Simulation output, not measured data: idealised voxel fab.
Process module under the name voxel self aligned vias
Square cell edge 5 nm, section width 215 nm, ID cut.
Cross-sections here: square-cell grids, written as top-down lists of bands, a band being one or more rows of cells.
Band entry format. Leading values: height of top, height of bottom, nm. Remainder: materials in left-to-right order, each with its width in nm. Special words: "everywhere" on a single material, which then fills the band edge to edge; "air", empty space.
Convention: height 0 is the level below which the wafer, as received, is all one material. The lowest band does not terminate at the bottom but continues downward, represented as "0 and below".
The notation "30..40" denotes a width that varies across the rows of cells in the band, beginning at the first number in the top row, finishing at the second number in the bottom row, and changing by an identical amount from each row to the next.
It should be understood that the words "nothing got changed", when stated for a given step, signify that the cross-section underwent no change in any of its cells during that step.
If an empty space has no open way to the top and is at least 8 cells in size, "Voids, fully enclosed" lists it, written width x height at distance, where distance is measured from the left edge and every value is in nm.
Whatever follows a step's settings on its line is a remark the simulator itself makes about that step.
overlay nm: mask offset rightward from planned place, masked step; negative means leftward offset.
The steps planned for the process are as follows
1: RECEIVE,material Si
2: CONFORMAL_DEP,material SiO2,thk nm 15
3: CONFORMAL_DEP,material SiCN,thk nm 5
4: DIRECTIONAL_DEP,material lowk,thk nm 30
5: PATTERN,tone open,mask id LINES,material resist,width nm 30,pitch nm 70,thk nm 15,overlay nm 0
6: DIRECTIONAL_ETCH,etch materials lowk,depth nm 30
7: STRIP,etch materials resist
8: CONFORMAL_DEP,material TiN,thk nm 5
9: FILL_DEP,material W,thk nm 10
10: CMP,height nm 50
11: SELECTIVE_ETCH,etch materials W Ru TiN,depth nm 5
12: FILL_DEP,material SiN,thk nm 5
13: CMP,height nm 50
14: DIRECTIONAL_DEP,material lowk,thk nm 15
15: MASKED_ETCH,tone open,mask id VIAS,width nm 40,pitch nm 70,etch materials lowk,depth nm 15,overlay nm 0
16: MASKED_ETCH,tone open,mask id VIAS,width nm 50,pitch nm 70,etch materials SiN,depth nm 5,overlay nm 0
17: CONFORMAL_DEP,material TiN,thk nm 5
18: FILL_DEP,material W,thk nm 5
19: CMP,height nm 65
20: CONFORMAL_DEP,material SiCN,thk nm 5
The wafers are alike at the start. At step 15, their width nm differs. The plan lists the first wafer's value.
Cross-section of the first of several received wafers, showing its state after step 1
    0 and below: Si everywhere
    Voids, fully enclosed: none
Cross-section of the first of several wafers once the module has run through its last step, step 20
    70 down to 65: SiCN everywhere
    65 down to 55: 50 of lowk, 5 of TiN, 30 of W, 5 of TiN, 30 of lowk, 5 of TiN, 30 of W, 5 of TiN, 55 of lowk
    55 down to 50: 50 of lowk, 10 of TiN, 20 of W, 10 of TiN, 30 of lowk, 10 of TiN, 20 of W, 10 of TiN, 55 of lowk
    50 down to 45: 55 of lowk, 30 of TiN, 40 of lowk, 30 of TiN, 60 of lowk
    45 down to 25: 55 of lowk, 5 of TiN, 20 of W, 5 of TiN, 40 of lowk, 5 of TiN, 20 of W, 5 of TiN, 60 of lowk
    25 down to 20: 55 of lowk, 30 of TiN, 40 of lowk, 30 of TiN, 60 of lowk
    20 down to 15: SiCN everywhere
    15 down to 0: SiO2 everywhere
    0 and below: Si everywhere
    Voids, fully enclosed: none
last wafer at the end
    70 down to 65: SiCN everywhere
    65 down to 55: 45 of lowk, 5 of TiN, 45 of W, 5 of TiN, 15 of lowk, 5 of TiN, 45 of W, 5 of TiN, 45 of lowk
    55 down to 50: 45 of lowk, 15 of TiN, 20 of W, 20 of TiN, 15 of lowk, 15 of TiN, 20 of W, 20 of TiN, 45 of lowk
    50 down to 45: 55 of lowk, 30 of TiN, 40 of lowk, 30 of TiN, 60 of lowk
    45 down to 25: 55 of lowk, 5 of TiN, 20 of W, 5 of TiN, 40 of lowk, 5 of TiN, 20 of W, 5 of TiN, 60 of lowk
    25 down to 20: 55 of lowk, 30 of TiN, 40 of lowk, 30 of TiN, 60 of lowk
    20 down to 15: SiCN everywhere
    15 down to 0: SiO2 everywhere
    0 and below: Si everywhere
    Voids, fully enclosed: none
The rows of the table below are wafers. Looking at the end of the module, a row counts, for every material, the cells the wafer has gained, shown as (+), or lost, shown as (-), since it was received; its closed voids come next
width nm 40; +86 SiCN; +129 SiO2; +56 TiN; +64 W; +267 lowk; Voids, fully enclosed: none
width nm 45; +86 SiCN; +129 SiO2; +58 TiN; +68 W; +261 lowk; Voids, fully enclosed: none
width nm 50; +86 SiCN; +129 SiO2; +60 TiN; +72 W; +255 lowk; Voids, fully enclosed: none
width nm 55; +86 SiCN; +129 SiO2; +62 TiN; +76 W; +249 lowk; Voids, fully enclosed: none
